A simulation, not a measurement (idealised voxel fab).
The document below concerns the process module designated voxel ribs on slabs.
Square cell edge 5 nm, section width 270 nm, ID cut.
Cross-section format: a grid of square cells, given as bands from top to bottom; each band is one or more rows of cells. Look at the band entry: it leads with the top's height and the bottom's height in nm. Then it lists the materials left to right, with a width in nm for each. The word "edge to edge" on a single material says that material fills the band edge to edge. The word "blank" is empty space. Where do heights start? At 0: under that level the wafer as delivered is made of one material only. And the lowest band has no floor; it just carries on downward, as in "0 -> down". A two-number width, for instance "30->40", indicates that the width is equal to the first number in the top row of the band and to the second number in the bottom row, and that it changes by a constant amount per row of cells. No cell of the cross-section changed in a step that is given as "nothing was modified". The entry "Enclosed void listing" lists the empty spaces that cover at least 8 cells and have no open path to the top. Each is written as width x height at distance, where the distance is measured from the left edge and all three values are in nm. The remark found on a step's line after its settings is issued by the simulator itself and pertains to that step. overlay nm: mask right of planned place by this much (step with mask). Neg. = left.

## Set out below are the planned steps of the process
1 RECEIVE: material Si
2 DIRECTIONAL_DEP: material SiO2, thk nm 30
3 DIRECTIONAL_DEP: material SiN, thk nm 20
4 PATTERN: tone cover, mask id RIB, material resist, width nm 25, thk nm 20, overlay nm 0
5 DIRECTIONAL_ETCH: etch materials SiN, depth nm 15
6 STRIP: etch materials resist
7 PATTERN: tone cover, mask id SLAB, material resist, width nm 55, thk nm 20, overlay nm 0
8 DIRECTIONAL_ETCH: etch materials SiN, depth nm 5
9 STRIP: etch materials resist
10 FILL_DEP: material SiO2, thk nm 15
11 CMP: height nm 60
12 DIRECTIONAL_DEP: material W, thk nm 10
13 MASKED_ETCH: tone cover, mask id HEATER, width nm 35, etch materials W, depth nm 10, overlay nm 0
14 CONFORMAL_DEP: material SiN, thk nm 5

## The cross-section here shows the wafer as received, i.e. in its state after step 1
    0 -> down | Si edge to edge
    Enclosed void listing: none

## Final wafer profile in cross-section after the module, from the same start and plan as above, with one mistake made during processing
    75 -> 70 | blank 110 nm | SiN 45 nm | blank 115 nm
    70 -> 65 | blank 110 nm | SiN 5 nm | W 35 nm | SiN 5 nm | blank 115 nm
    65 -> 60 | SiN 115 nm | W 35 nm | SiN 120 nm
    60 -> 20 | SiO2 edge to edge
    20 -> 0 | SiN edge to edge
    0 -> down | Si edge to edge
    Enclosed void listing: none
Which mistake was made when the wafer was run? mixed up steps 2 and 3 - ran each in the other's place
